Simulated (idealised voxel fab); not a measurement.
process module | voxel self aligned vias
cross-section cut | 220 nm wide | cells 5 nm
A cross-section is a grid of square cells, given in bands from the top down. A band is one or more rows of cells.
Each band's line starts with the height of the band's top and of its bottom, in nm. Then come its materials from left to right, each with its width in nm. One material with "throughout" fills the band from edge to edge. "air" is empty space.
Height 0 is the level under which the wafer as received is all one material. The lowest band goes on downwards, as in "0 down".
A width such as "30 to 40" changes by the same amount from each row of cells to the next, from the band's top row to its bottom row.
"no change" after a step means that no cell of the cross-section changed.
closed voids: empty space of 8 cells or more with no open way to the top, each as width x height at its distance from the left edge, in nm
after a step's settings: what the simulator itself notes on the step
overlay nm, on a step with a mask: how far to the right of its planned place the mask lay; to the left if negative
plan
1 op RECEIVE | material Si
2 op CONFORMAL_DEP | material SiO2 | thk nm 10
3 op CONFORMAL_DEP | material SiCN | thk nm 5
4 op DIRECTIONAL_DEP | material SiO2 | thk nm 25
5 op PATTERN | tone open | mask id LINES | material resist | width nm 20 | pitch nm 50 | thk nm 15 | overlay nm 0
6 op DIRECTIONAL_ETCH | etch materials SiO2 | depth nm 25
7 op STRIP | etch materials resist
8 op CONFORMAL_DEP | material TiN | thk nm 5
9 op FILL_DEP | material W | thk nm 10
10 op CMP | height nm 40
11 op SELECTIVE_ETCH | etch materials W Ru TiN | depth nm 5
12 op FILL_DEP | material SiN | thk nm 10
13 op CMP | height nm 40
14 op DIRECTIONAL_DEP | material SiO2 | thk nm 15
15 op MASKED_ETCH | tone open | mask id VIAS | width nm 30 | pitch nm 100 | etch materials SiO2 | depth nm 15 | overlay nm 0
16 op MASKED_ETCH | tone open | mask id VIAS | width nm 30 | pitch nm 100 | etch materials SiN | depth nm 5 | overlay nm 0
17 op CONFORMAL_DEP | material TiN | thk nm 5
18 op FILL_DEP | material Ru | thk nm 10
19 op CMP | height nm 55
20 op CONFORMAL_DEP | material SiN | thk nm 5
as received, after step 1
  0 down: Si throughout
  closed voids: none
first wafer at the end, as planned
  60 to 55: SiN throughout
  55 to 45: SiO2 45 | TiN 5 | Ru 20 | TiN 5 | SiO2 70 | TiN 5 | Ru 20 | TiN 5 | SiO2 45
  45 to 40: SiO2 45 | TiN 10 | Ru 10 | TiN 10 | SiO2 70 | TiN 10 | Ru 10 | TiN 10 | SiO2 45
  40 to 35: SiO2 50 | TiN 20 | SiO2 30 | SiN 20 | SiO2 30 | TiN 20 | SiO2 50
  35 to 20: SiO2 50 | TiN 5 | W 10 | TiN 5 | SiO2 30 | TiN 5 | W 10 | TiN 5 | SiO2 30 | TiN 5 | W 10 | TiN 5 | SiO2 50
  20 to 15: SiO2 50 | TiN 20 | SiO2 30 | TiN 20 | SiO2 30 | TiN 20 | SiO2 50
  15 to 10: SiCN throughout
  10 to 0: SiO2 throughout
  0 down: Si throughout
  closed voids: none
second wafer at the end: like start, like plan, one mistake
  60 to 55: SiN throughout
  55 to 40: SiO2 45 | TiN 5 | Ru 20 | TiN 5 | SiO2 70 | TiN 5 | Ru 20 | TiN 5 | SiO2 45
  40 to 35: SiO2 45 | TiN 30 | SiO2 25 | SiN 20 | SiO2 25 | TiN 30 | SiO2 45
  35 to 25: SiO2 45 | TiN 10 | W 10 | TiN 10 | SiO2 25 | TiN 5 | W 10 | TiN 5 | SiO2 25 | TiN 10 | W 10 | TiN 10 | SiO2 45
  25 to 20: SiO2 50 | TiN 5 | W 10 | TiN 5 | SiO2 30 | TiN 5 | W 10 | TiN 5 | SiO2 30 | TiN 5 | W 10 | TiN 5 | SiO2 50
  20 to 15: SiO2 50 | TiN 20 | SiO2 30 | TiN 20 | SiO2 30 | TiN 20 | SiO2 50
  15 to 10: SiCN throughout
  10 to 0: SiO2 throughout
  0 down: Si throughout
  closed voids: none
what went wrong: step 15 was run twice
at the end the second wafer has, in cells: 4 more of Ru | 12 fewer of SiO2 | 8 more of TiN
